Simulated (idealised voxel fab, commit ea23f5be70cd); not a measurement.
process module | voxel gate over fins
cross-section cut | 205 nm wide | cells 5 nm
A cross-section is a grid of square cells, given in bands from the top down. A band is one or more rows of cells.
Each band's line starts with the height of the band's top and of its bottom, in nm. Then come its materials from left to right, each with its width in nm. One material with "throughout" fills the band from edge to edge. "air" is empty space.
Height 0 is the level under which the wafer as received is all one material. The lowest band goes on downwards, as in "0 down".
A width such as "30 to 40" changes by the same amount from each row of cells to the next, from the band's top row to its bottom row.
"no change" after a step means that no cell of the cross-section changed.
closed voids: empty space of 8 cells or more with no open way to the top, each as width x height at its distance from the left edge, in nm
after a step's settings: what the simulator itself notes on the step
overlay nm, on a step with a mask: how far to the right of its planned place the mask lay; to the left if negative
plan
1 op RECEIVE | material Si
2 op CONFORMAL_DEP | material SiN | thk nm 5
3 op PATTERN | tone cover | mask id FINS | material resist | width nm 15 | pitch nm 45 | thk nm 20 | overlay nm 0
4 op DIRECTIONAL_ETCH | etch materials SiN | depth nm 5
5 op DIRECTIONAL_ETCH | etch materials Si | depth nm 30
6 op STRIP | etch materials resist
7 op FILL_DEP | material SiO2 | thk nm 5
8 op CMP | height nm 5
9 op SELECTIVE_ETCH | etch materials SiO2 | depth nm 10
10 op STRIP | etch materials SiN
11 op CONFORMAL_DEP | material HfO2 | thk nm 5
12 op CONFORMAL_DEP | material TiN | thk nm 5
13 op CONFORMAL_DEP | material TiAl | thk nm 5
14 op CONFORMAL_DEP | material TiN | thk nm 5
15 op FILL_DEP | material W | thk nm 15
16 op CMP | height nm 30
17 op CONFORMAL_DEP | material SiN | thk nm 10
varied across the wafers: depth nm of step 9. The plan shows the first wafer's value. All wafers start alike
first wafer as received, after step 1
  0 down: Si throughout
  closed voids: none
each wafer at the end: cells of each material gained (+) or lost (-) since it was received, then its closed voids
depth nm 10 | +45 HfO2 | -210 Si | +82 SiN | +175 SiO2 | +45 TiAl | +88 TiN | +103 W | closed voids: none
depth nm 15 | +49 HfO2 | -210 Si | +82 SiN | +140 SiO2 | +49 TiAl | +94 TiN | +124 W | closed voids: none
depth nm 20 | +53 HfO2 | -210 Si | +82 SiN | +105 SiO2 | +53 TiAl | +100 TiN | +145 W | closed voids: none
depth nm 25 | +57 HfO2 | -210 Si | +82 SiN | +70 SiO2 | +57 TiAl | +106 TiN | +166 W | closed voids: none
depth nm 30 | +61 HfO2 | -210 Si | +82 SiN | +35 SiO2 | +61 TiAl | +112 TiN | +187 W | closed voids: none
depth nm 35 | +65 HfO2 | -210 Si | +82 SiN | +65 TiAl | +118 TiN | +208 W | closed voids: none
